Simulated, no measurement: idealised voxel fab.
Name of the process module below: voxel released beams
Pictured: cross-section cut, 205 nm wide, on a grid of 5 nm square cells.
If you're reading a cross-section in this doc, picture square cells in a grid; it comes to you as bands, top ones listed first down to the bottom, and a band can be one or more rows of cells.
The band entry comprises the height of the band's top followed by the height of its bottom, expressed in nm, and subsequently the band's materials from left to right, each stated together with its width in nm. Where a single material is marked with the word "all across", that material fills the band from edge to edge. The word "blank" represents empty space.
For the purposes of this specification, 0 denotes the height below which the wafer in its as-received condition is composed wholly of one material, and the lowermost band, lacking a lower limit, extends downward without end, as expressed in "0 down".
Graded width ("30..40"): value in top row of band = first number; value in bottom row = second number; row-to-row change constant.
Reading "identical to before" for a step: not a cell of the cross-section changed in it.
"Enclosed void catalog" lists enclosed empty spaces (at least 8 cells, no open path upward to the top), each as width x height at distance from the left edge, in nm.
On a step's line, text after the settings is the simulator commenting on that step.
overlay nm: step with mask; distance mask lay right of planned place; negative value = left of planned place.
List of planned process steps
- 1: RECEIVE [material Si]
- 2: CONFORMAL_DEP [material Al2O3] [thk nm 10]
- 3: DIRECTIONAL_DEP [material SiO2] [thk nm 10]
- 4: PATTERN [tone open] [mask id ANCHOR] [material resist] [width nm 35] [thk nm 20] [overlay nm 0]
- 5: DIRECTIONAL_ETCH [etch materials SiO2] [depth nm 20]
- 6: STRIP [etch materials resist]
- 7: CONFORMAL_DEP [material SiN] [thk nm 10]
- 8: PATTERN [tone cover] [mask id BEAM] [material resist] [width nm 110] [thk nm 15] [overlay nm 0]
- 9: DIRECTIONAL_ETCH [etch materials SiN] [depth nm 10]
- 10: STRIP [etch materials resist]
- 11: STRIP [etch materials SiO2]
The value of thk nm given for step 3 in the plan refers to the first wafer; the wafers vary in this setting and are alike at the start.
Cross-section of the first of several wafers on receipt, reflecting completion of step 1
> 0 down = Si all across
> Enclosed void catalog: none
Here is how to read the rows: every wafer has a row, and it shows the wafer at the end of the module, giving for each material how many cells were gained (+) or lost (-) since the wafer was received, then listing its closed voids
thk nm 10; +82 Al2O3; +52 SiN; Enclosed void catalog: none
thk nm 15; +82 Al2O3; +56 SiN; Enclosed void catalog: none
thk nm 20; +82 Al2O3; +60 SiN; Enclosed void catalog: none
thk nm 25; +82 Al2O3; Enclosed void catalog: none
thk nm 30; +82 Al2O3; Enclosed void catalog: none
thk nm 35; +82 Al2O3; Enclosed void catalog: none
